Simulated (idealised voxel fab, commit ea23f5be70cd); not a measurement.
process module | voxel double patterning
cross-section cut | 295 nm wide | cells 5 nm
A cross-section is a grid of square cells, given in bands from the top down. A band is one or more rows of cells.
Each band's line starts with the height of the band's top and of its bottom, in nm. Then come its materials from left to right, each with its width in nm. One material with "throughout" fills the band from edge to edge. "air" is empty space.
Height 0 is the level under which the wafer as received is all one material. The lowest band goes on downwards, as in "0 down".
A width such as "30 to 40" changes by the same amount from each row of cells to the next, from the band's top row to its bottom row.
"no change" after a step means that no cell of the cross-section changed.
closed voids: empty space of 8 cells or more with no open way to the top, each as width x height at its distance from the left edge, in nm
after a step's settings: what the simulator itself notes on the step
overlay nm, on a step with a mask: how far to the right of its planned place the mask lay; to the left if negative
plan
1 op RECEIVE | material Si
2 op CONFORMAL_DEP | material SiN | thk nm 5
3 op DIRECTIONAL_DEP | material SiO2 | thk nm 15
4 op DIRECTIONAL_DEP | material SiCN | thk nm 10
5 op MASKED_ETCH | tone open | mask id FIRST | width nm 15 | pitch nm 50 | etch materials SiCN | depth nm 10 | overlay nm 0
6 op MASKED_ETCH | tone open | mask id SECOND | width nm 15 | etch materials SiCN | depth nm 10 | overlay nm 0
7 op DIRECTIONAL_ETCH | etch materials SiO2 | depth nm 15
8 op STRIP | etch materials SiCN
first wafer, as planned
as received, after step 1
  0 down: Si throughout
  closed voids: none
after step 2
  5 to 0: SiN throughout
  below 0: unchanged
after step 3
  20 to 5: SiO2 throughout
  below 5: unchanged
after step 4
  30 to 20: SiCN throughout
  below 20: unchanged
after step 5
  30 to 20: SiCN 115 | air 15 | SiCN 35 | air 15 | SiCN 115
  below 20: unchanged
after step 6
  30 to 20: SiCN 115 | air 15 | SiCN 10 | air 15 | SiCN 10 | air 15 | SiCN 115
  below 20: unchanged
after step 7
  30 to 20: SiCN 115 | air 15 | SiCN 10 | air 15 | SiCN 10 | air 15 | SiCN 115
  20 to 5: SiO2 115 | air 15 | SiO2 10 | air 15 | SiO2 10 | air 15 | SiO2 115
  below 5: unchanged
after step 8
  20 to 5: SiO2 115 | air 15 | SiO2 10 | air 15 | SiO2 10 | air 15 | SiO2 115
  below 5: unchanged
second wafer: like start, like plan, one mistake. Through step 5 it matches the first wafer
when step 6 should have ended
  30 to 20: SiCN 115 | air 15 | SiCN 5 | air 25 | SiCN 5 | air 15 | SiCN 115
  below 20: unchanged
when step 7 should have ended
  30 to 20: SiCN 115 | air 15 | SiCN 5 | air 25 | SiCN 5 | air 15 | SiCN 115
  20 to 5: SiO2 115 | air 15 | SiO2 5 | air 25 | SiO2 5 | air 15 | SiO2 115
  below 5: unchanged
when step 8 should have ended
  20 to 5: SiO2 115 | air 15 | SiO2 5 | air 25 | SiO2 5 | air 15 | SiO2 115
  below 5: unchanged
what went wrong: step 6 ran as: op MASKED_ETCH | tone open | mask id SECOND | width nm 25 | etch materials SiCN | depth nm 10 | overlay nm 0
at the end the second wafer has, in cells: 6 fewer of SiO2
